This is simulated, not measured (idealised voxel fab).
You're looking at the process module voxel trench capacitor.
Cross-section cut: width 220 nm, square cells of 5 nm.
We lay out every cross-section as a grid of square cells and spell it out in bands from the top down, where one band means one or more rows of cells.
Look at the band entry: it leads with the top's height and the bottom's height in nm. Then it lists the materials left to right, with a width in nm for each. The word "all across" on a single material says that material fills the band edge to edge. The word "empty" is empty space.
It should be noted that heights are counted from 0, beneath which the wafer as supplied is of one material throughout, and that the lowest band possesses no lower boundary but continues downward, as written in "z 0 and below".
A width given as "30..40" starts at the first number in the band's top row and ends at the second number in its bottom row, shifting by an equal amount at every step from row to row.
Reading "no alteration" for a step: not a cell of the cross-section changed in it.
"Voids, fully enclosed": empty spaces of 8 cells or more with no open way to the top, each given as width x height at distance, distance from the left edge, all in nm.
Heads up: the bit after the settings on a step's line is the simulator's remark on that step.
For masked steps, "overlay nm" on the step line gives how far right of plan the mask actually lay; a minus sign means it lay to the left.

### Process steps (planned)
step 1: RECEIVE: material Si
step 2: CONFORMAL_DEP: material SiN, thk nm 10
step 3: DIRECTIONAL_DEP: material aC, thk nm 15
step 4: PATTERN: tone open, mask id TRENCH, material resist, width nm 20, pitch nm 50, thk nm 30, overlay nm 0
step 5: DIRECTIONAL_ETCH: etch materials aC, depth nm 15
step 6: STRIP: etch materials resist
step 7: DIRECTIONAL_ETCH: etch materials SiN, depth nm 10
step 8: DIRECTIONAL_ETCH: etch materials Si, depth nm 30
step 9: STRIP: etch materials aC
step 10: CONFORMAL_DEP: material Al2O3, thk nm 5
step 11: FILL_DEP: material polySi, thk nm 5
step 12: CMP: height nm 10

### Incoming wafer in cross-section (state: after step 1)
	z 0 and below: Si all across
	Voids, fully enclosed: none

### Module complete, cross-section. Starting point and plan per above. One mistake made in running the module
	z 10 to 0: 75 of SiN  5 of Al2O3  10 of SiN  5 of Al2O3  30 of SiN  5 of Al2O3  10 of SiN  5 of Al2O3  75 of SiN
	z 0 to -25: 75 of Si  5 of Al2O3  10 of SiN  5 of Al2O3  30 of Si  5 of Al2O3  10 of SiN  5 of Al2O3  75 of Si
	z -25 to -30: 75 of Si  20 of Al2O3  30 of Si  20 of Al2O3  75 of Si
	z -30 and below: Si all across
	Voids, fully enclosed: none
Run error: step 11 changed vs plan, executed as FILL_DEP: material SiN, thk nm 5
